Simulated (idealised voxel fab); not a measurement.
Presented below is a process module, voxel self aligned contacts.
Section cut is 200 nm wide and gridded with 5 nm square cells.
Heads up, the way a cross-section reads in here is a grid of square cells, handed over as bands from the top down, with every band being one or more rows of cells. Top height, bottom height, nm. Materials left to right, width each, nm. Single material + "everywhere" = fills band edge to edge. "air" = empty. Where do heights start? At 0: under that level the wafer as delivered is made of one material only. And the lowest band has no floor; it just carries on downward, as in "z 0 and below". Read "30->40" as a graded width: first number on top, second number at the bottom, same change between each pair of neighbouring rows. "no change occurred" for a step: no cell of the cross-section changed in that step. "Voids lacking openings" - sealed voids, min. 8 cells, no opening to top; format: width x height at distance (distance from left edge; nm throughout). Note: text after step settings on the step line = simulator remark on that step. On any step carrying a mask, the "overlay nm" setting, if present on the step's line, tells how far right of its planned place the mask lay; negative values point to the left.

Process steps foreseen in the plan:
1) RECEIVE,material Si
2) OXIDIZE,depth nm 5
3) DIRECTIONAL_DEP,material polySi,thk nm 30
4) DIRECTIONAL_DEP,material SiN,thk nm 20
5) MASKED_ETCH,tone cover,mask id GATE,width nm 30,pitch nm 65,etch materials SiN,depth nm 20,overlay nm 0
6) MASKED_ETCH,tone cover,mask id GATE,width nm 30,pitch nm 65,etch materials polySi,depth nm 30,overlay nm 0
7) CONFORMAL_DEP,material SiN,thk nm 10
8) DIRECTIONAL_ETCH,etch materials SiN,depth nm 10
9) FILL_DEP,material SiO2,thk nm 20
10) CMP,height nm 60
11) PATTERN,tone open,mask id CONTACT,material resist,width nm 45,thk nm 20,overlay nm 0
12) DIRECTIONAL_ETCH,etch materials SiO2,depth nm 65
13) STRIP,etch materials resist
14) CONFORMAL_DEP,material TiN,thk nm 5
15) FILL_DEP,material W,thk nm 10
16) CMP,height nm 60
17) CONFORMAL_DEP,material SiN,thk nm 5

So, the first of our two wafers, run just as we planned it:

So this is the incoming wafer in cross-section - it's already been through step 1:
* z 0 and below | Si everywhere
* Voids lacking openings: none

Once step 2 is through, the wafer looks like this in cross-section:
* z 0 to -5 | SiO2 everywhere
* Whatever lies below -5 is exactly as it was before.

Once step 3 is through, the wafer looks like this in cross-section:
* z 30 to 0 | polySi everywhere
* Whatever lies below 0 is exactly as it was before.

Once step 4 is through, the wafer looks like this in cross-section:
* z 50 to 30 | SiN everywhere
* Whatever lies below 30 is exactly as it was before.

Once step 5 is through, the wafer looks like this in cross-section:
* z 50 to 30 | 50 of air; 30 of SiN; 35 of air; 30 of SiN; 55 of air
* Whatever lies below 30 is exactly as it was before.

Once step 6 is through, the wafer looks like this in cross-section:
* z 50 to 30 | 50 of air; 30 of SiN; 35 of air; 30 of SiN; 55 of air
* z 30 to 0 | 50 of air; 30 of polySi; 35 of air; 30 of polySi; 55 of air
* Whatever lies below 0 is exactly as it was before.

Once step 7 is through, the wafer looks like this in cross-section:
* z 60 to 30 | 40 of air; 50 of SiN; 15 of air; 50 of SiN; 45 of air
* z 30 to 10 | 40 of air; 10 of SiN; 30 of polySi; 10 of SiN; 15 of air; 10 of SiN; 30 of polySi; 10 of SiN; 45 of air
* z 10 to 0 | 50 of SiN; 30 of polySi; 35 of SiN; 30 of polySi; 55 of SiN
* Whatever lies below 0 is exactly as it was before.

Once step 8 is through, the wafer looks like this in cross-section:
* z 50 to 30 | 40 of air; 50 of SiN; 15 of air; 50 of SiN; 45 of air
* z 30 to 0 | 40 of air; 10 of SiN; 30 of polySi; 10 of SiN; 15 of air; 10 of SiN; 30 of polySi; 10 of SiN; 45 of air
* Whatever lies below 0 is exactly as it was before.

Once step 9 is through, the wafer looks like this in cross-section:
* z 70 to 50 | SiO2 everywhere
* z 50 to 30 | 40 of SiO2; 50 of SiN; 15 of SiO2; 50 of SiN; 45 of SiO2
* z 30 to 0 | 40 of SiO2; 10 of SiN; 30 of polySi; 10 of SiN; 15 of SiO2; 10 of SiN; 30 of polySi; 10 of SiN; 45 of SiO2
* Whatever lies below 0 is exactly as it was before.

Once step 10 is through, the wafer looks like this in cross-section:
* z 60 to 50 | SiO2 everywhere
* Whatever lies below 50 is exactly as it was before.

Once step 11 is through, the wafer looks like this in cross-section:
* z 80 to 60 | 75 of resist; 45 of air; 80 of resist
* Whatever lies below 60 is exactly as it was before.

Once step 12 is through, the wafer looks like this in cross-section:
* z 80 to 60 | 75 of resist; 45 of air; 80 of resist
* z 60 to 50 | 75 of SiO2; 45 of air; 80 of SiO2
* z 50 to 30 | 40 of SiO2; 50 of SiN; 15 of air; 50 of SiN; 45 of SiO2
* z 30 to 0 | 40 of SiO2; 10 of SiN; 30 of polySi; 10 of SiN; 15 of air; 10 of SiN; 30 of polySi; 10 of SiN; 45 of SiO2
* z 0 to -5 | 90 of SiO2; 15 of air; 95 of SiO2
* Whatever lies below -5 is exactly as it was before.

Once step 13 is through, the wafer looks like this in cross-section:
* z 60 to 50 | 75 of SiO2; 45 of air; 80 of SiO2
* Whatever lies below 50 is exactly as it was before.

Once step 14 is through, the wafer looks like this in cross-section:
* z 65 to 60 | 80 of TiN; 35 of air; 85 of TiN
* z 60 to 50 | 75 of SiO2; 5->20 of TiN; 35->5 of air; 5->20 of TiN; 80 of SiO2
* z 50 to 30 | 40 of SiO2; 50 of SiN; 5 of TiN; 5 of air; 5 of TiN; 50 of SiN; 45 of SiO2
* z 30 to 0 | 40 of SiO2; 10 of SiN; 30 of polySi; 10 of SiN; 5 of TiN; 5 of air; 5 of TiN; 10 of SiN; 30 of polySi; 10 of SiN; 45 of SiO2
* z 0 to -5 | 90 of SiO2; 15 of TiN; 95 of SiO2
* Whatever lies below -5 is exactly as it was before.

Once step 15 is through, the wafer looks like this in cross-section:
* z 75 to 65 | W everywhere
* z 65 to 60 | 80 of TiN; 35 of W; 85 of TiN
* z 60 to 50 | 75 of SiO2; 5->20 of TiN; 35->5 of W; 5->20 of TiN; 80 of SiO2
* z 50 to 30 | 40 of SiO2; 50 of SiN; 5 of TiN; 5 of W; 5 of TiN; 50 of SiN; 45 of SiO2
* z 30 to 0 | 40 of SiO2; 10 of SiN; 30 of polySi; 10 of SiN; 5 of TiN; 5 of W; 5 of TiN; 10 of SiN; 30 of polySi; 10 of SiN; 45 of SiO2
* Whatever lies below 0 is exactly as it was before.

Once step 16 is through, the wafer looks like this in cross-section:
* z 60 to 50 | 75 of SiO2; 5->20 of TiN; 35->5 of W; 5->20 of TiN; 80 of SiO2
* Whatever lies below 50 is exactly as it was before.

Once step 17 is through, the wafer looks like this in cross-section:
* z 65 to 60 | SiN everywhere
* Whatever lies below 60 is exactly as it was before.

Second wafer. Start and plan as for the first. One mistake made in running. Agrees with the first up to and including step 10:

Second wafer: cross-section at the scheduled end of step 11:
* z 80 to 60 | 75 of air; 45 of resist; 80 of air
* Whatever lies below 60 is exactly as it was before.

Second wafer: cross-section at the scheduled end of step 12:
* z 80 to 60 | 75 of air; 45 of resist; 80 of air
* z 60 to 50 | 75 of air; 45 of SiO2; 80 of air
* z 50 to 30 | 40 of air; 50 of SiN; 15 of SiO2; 50 of SiN; 45 of air
* z 30 to 0 | 40 of air; 10 of SiN; 30 of polySi; 10 of SiN; 15 of SiO2; 10 of SiN; 30 of polySi; 10 of SiN; 45 of air
* z 0 to -5 | 40 of air; 115 of SiO2; 45 of air
* Whatever lies below -5 is exactly as it was before.

Second wafer: cross-section at the scheduled end of step 13:
* z 60 to 50 | 75 of air; 45 of SiO2; 80 of air
* Whatever lies below 50 is exactly as it was before.

Second wafer: cross-section at the scheduled end of step 14:
* z 65 to 60 | 70 of air; 55 of TiN; 75 of air
* z 60 to 50 | 70->35 of air; 5->40 of TiN; 45 of SiO2; 5->40 of TiN; 75->40 of air
* z 50 to 30 | 35 of air; 5 of TiN; 50 of SiN; 15 of SiO2; 50 of SiN; 5 of TiN; 40 of air
* z 30 to 0 | 35 of air; 5 of TiN; 10 of SiN; 30 of polySi; 10 of SiN; 15 of SiO2; 10 of SiN; 30 of polySi; 10 of SiN; 5 of TiN; 40 of air
* z 0 to -5 | 40 of TiN; 115 of SiO2; 45 of TiN
* Whatever lies below -5 is exactly as it was before.

Second wafer: cross-section at the scheduled end of step 15:
* z 75 to 65 | W everywhere
* z 65 to 60 | 70 of W; 55 of TiN; 75 of W
* z 60 to 50 | 70->35 of W; 5->40 of TiN; 45 of SiO2; 5->40 of TiN; 75->40 of W
* z 50 to 30 | 35 of W; 5 of TiN; 50 of SiN; 15 of SiO2; 50 of SiN; 5 of TiN; 40 of W
* z 30 to 0 | 35 of W; 5 of TiN; 10 of SiN; 30 of polySi; 10 of SiN; 15 of SiO2; 10 of SiN; 30 of polySi; 10 of SiN; 5 of TiN; 40 of W
* Whatever lies below 0 is exactly as it was before.

Second wafer: cross-section at the scheduled end of step 16:
* z 60 to 50 | 70->35 of W; 5->40 of TiN; 45 of SiO2; 5->40 of TiN; 75->40 of W
* Whatever lies below 50 is exactly as it was before.

Second wafer: cross-section at the scheduled end of step 17:
* z 65 to 60 | SiN everywhere
* Whatever lies below 60 is exactly as it was before.
Deviation noted in wafer processing: step 11 did not use the planned setting and instead ran as PATTERN,tone cover,mask id CONTACT,material resist,width nm 45,thk nm 20,overlay nm 0
At the finish, the second wafer shows more or fewer cells for some materials than the first does: SiO2 -198; TiN +22; W +176
